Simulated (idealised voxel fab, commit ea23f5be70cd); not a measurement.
process module | voxel lift off
cross-section cut | 265 nm wide | cells 5 nm
A cross-section is a grid of square cells, given in bands from the top down. A band is one or more rows of cells.
Each band's line starts with the height of the band's top and of its bottom, in nm. Then come its materials from left to right, each with its width in nm. One material with "throughout" fills the band from edge to edge. "air" is empty space.
Height 0 is the level under which the wafer as received is all one material. The lowest band goes on downwards, as in "0 down".
A width such as "30 to 40" changes by the same amount from each row of cells to the next, from the band's top row to its bottom row.
"no change" after a step means that no cell of the cross-section changed.
closed voids: empty space of 8 cells or more with no open way to the top, each as width x height at its distance from the left edge, in nm
after a step's settings: what the simulator itself notes on the step
overlay nm, on a step with a mask: how far to the right of its planned place the mask lay; to the left if negative
plan
1 op RECEIVE | material Si
2 op CONFORMAL_DEP | material SiO2 | thk nm 5
3 op PATTERN | tone open | mask id LINES | material resist | width nm 30 | pitch nm 50 | thk nm 25 | overlay nm 0
4 op DIRECTIONAL_DEP | material Ru | thk nm 15
5 op STRIP | etch materials resist
6 op CONFORMAL_DEP | material SiN | thk nm 5
as received, after step 1
  0 down: Si throughout
  closed voids: none
first wafer at the end, as planned
  25 to 20: air 60 | SiN 40 | air 10 | SiN 40 | air 10 | SiN 40 | air 65
  20 to 10: air 60 | SiN 5 | Ru 30 | SiN 5 | air 10 | SiN 5 | Ru 30 | SiN 5 | air 10 | SiN 5 | Ru 30 | SiN 5 | air 65
  10 to 5: SiN 65 | Ru 30 | SiN 20 | Ru 30 | SiN 20 | Ru 30 | SiN 70
  5 to 0: SiO2 throughout
  0 down: Si throughout
  closed voids: none
second wafer at the end: like start, like plan, one mistake
  30 to 25: air 60 | SiN 40 | air 10 | SiN 40 | air 10 | SiN 40 | air 65
  25 to 10: air 60 | SiN 5 | Ru 30 | SiN 5 | air 10 | SiN 5 | Ru 30 | SiN 5 | air 10 | SiN 5 | Ru 30 | SiN 5 | air 65
  10 to 5: SiN 65 | Ru 30 | SiN 20 | Ru 30 | SiN 20 | Ru 30 | SiN 70
  5 to 0: SiO2 throughout
  0 down: Si throughout
  closed voids: none
what went wrong: step 4 ran as: op DIRECTIONAL_DEP | material Ru | thk nm 20
at the end the second wafer has, in cells: 18 more of Ru | 6 more of SiN
